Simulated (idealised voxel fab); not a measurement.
This section sets out a process module, namely voxel wiring stack.
145 nm wide, 5 nm square cells: that's cross-section cut.
Cross-section = grid of square cells, listed top down in bands; band = one or more rows. Heights first: top, then bottom, in nm. Then materials, left to right, each with a width in nm. "edge to edge" on a single material: fills the band edge to edge. "blank": empty space. Heads up on the height convention: 0 is the point under which the incoming wafer is all one material, and the lowest band has no bottom, it just keeps going down, like "0 -> down". When a width is written as two numbers, as in "30->40", the first number is the width in the top row of cells of the band and the second is the width in its bottom row, and the width changes by the same amount from each row to the next. Step marked "no change occurred"? Then no cell in the cross-section changed in it. Entry "Trapped cavities" = empty spaces >= 8 cells with no open way to the top; each as width x height at distance, distance from left edge, all nm. Step line, after settings: the simulator's comment on this step. The optional step-line setting "overlay nm" applies to steps with a mask and quantifies how far to the right of its planned location the mask lay, a negative value indicating leftward placement.

This section lists the process steps that were planned:
1: RECEIVE (material Si)
2: CONFORMAL_DEP (material SiO2; thk nm 15)
3: DIRECTIONAL_DEP (material TiN; thk nm 5)
4: DIRECTIONAL_DEP (material W; thk nm 15)
5: MASKED_ETCH (tone cover; mask id METAL_1; width nm 20; pitch nm 45; etch materials W; depth nm 15; overlay nm 0)
6: MASKED_ETCH (tone cover; mask id METAL_1; width nm 20; pitch nm 45; etch materials TiN; depth nm 5; overlay nm 0)
7: FILL_DEP (material lowk; thk nm 5)
8: CMP (height nm 35)
9: CONFORMAL_DEP (material SiCN; thk nm 5)
10: DIRECTIONAL_DEP (material lowk; thk nm 15)
11: DIRECTIONAL_DEP (material aC; thk nm 15)
12: PATTERN (tone open; mask id PLUG_1; material resist; width nm 15; thk nm 30; overlay nm 0)
13: DIRECTIONAL_ETCH (etch materials aC; depth nm 15)
14: STRIP (etch materials resist)
15: DIRECTIONAL_ETCH (etch materials lowk; depth nm 15)
16: DIRECTIONAL_ETCH (etch materials SiCN; depth nm 5)
17: STRIP (etch materials aC)
18: CONFORMAL_DEP (material TiN; thk nm 5)
19: FILL_DEP (material Ru; thk nm 5)
20: CMP (height nm 55)
21: CONFORMAL_DEP (material SiN; thk nm 5)
22: DIRECTIONAL_DEP (material SiO2; thk nm 15)
23: PATTERN (tone open; mask id METAL_2; material resist; width nm 20; pitch nm 45; thk nm 20; overlay nm 0)
24: DIRECTIONAL_ETCH (etch materials SiO2; depth nm 15)
25: DIRECTIONAL_ETCH (etch materials SiN; depth nm 5)
26: STRIP (etch materials resist)
27: CONFORMAL_DEP (material TiN; thk nm 5)
28: FILL_DEP (material Ru; thk nm 10)
29: CMP (height nm 75)
30: CONFORMAL_DEP (material SiN; thk nm 5)

As received, after step 1:
    0 -> down  Si edge to edge
    Trapped cavities: none

Here's the wafer cut in cross-section after the module, started and planned just like above, except one thing was done wrong in the run:
    80 -> 75  SiN edge to edge
    75 -> 60  SiO2 (40), TiN (5), Ru (10), TiN (5), SiO2 (25), TiN (5), Ru (10), TiN (5), SiO2 (40)
    60 -> 55  SiN (40), TiN (20), SiN (25), TiN (20), SiN (40)
    55 -> 40  lowk (40), TiN (5), Ru (5), TiN (5), lowk (90)
    40 -> 35  SiCN (40), TiN (15), SiCN (90)
    35 -> 30  lowk (40), TiN (20), lowk (25), TiN (20), lowk (40)
    30 -> 0  SiO2 edge to edge
    0 -> down  Si edge to edge
    Trapped cavities: none
So what did we get wrong on this run? the plan's step 2 ran twice
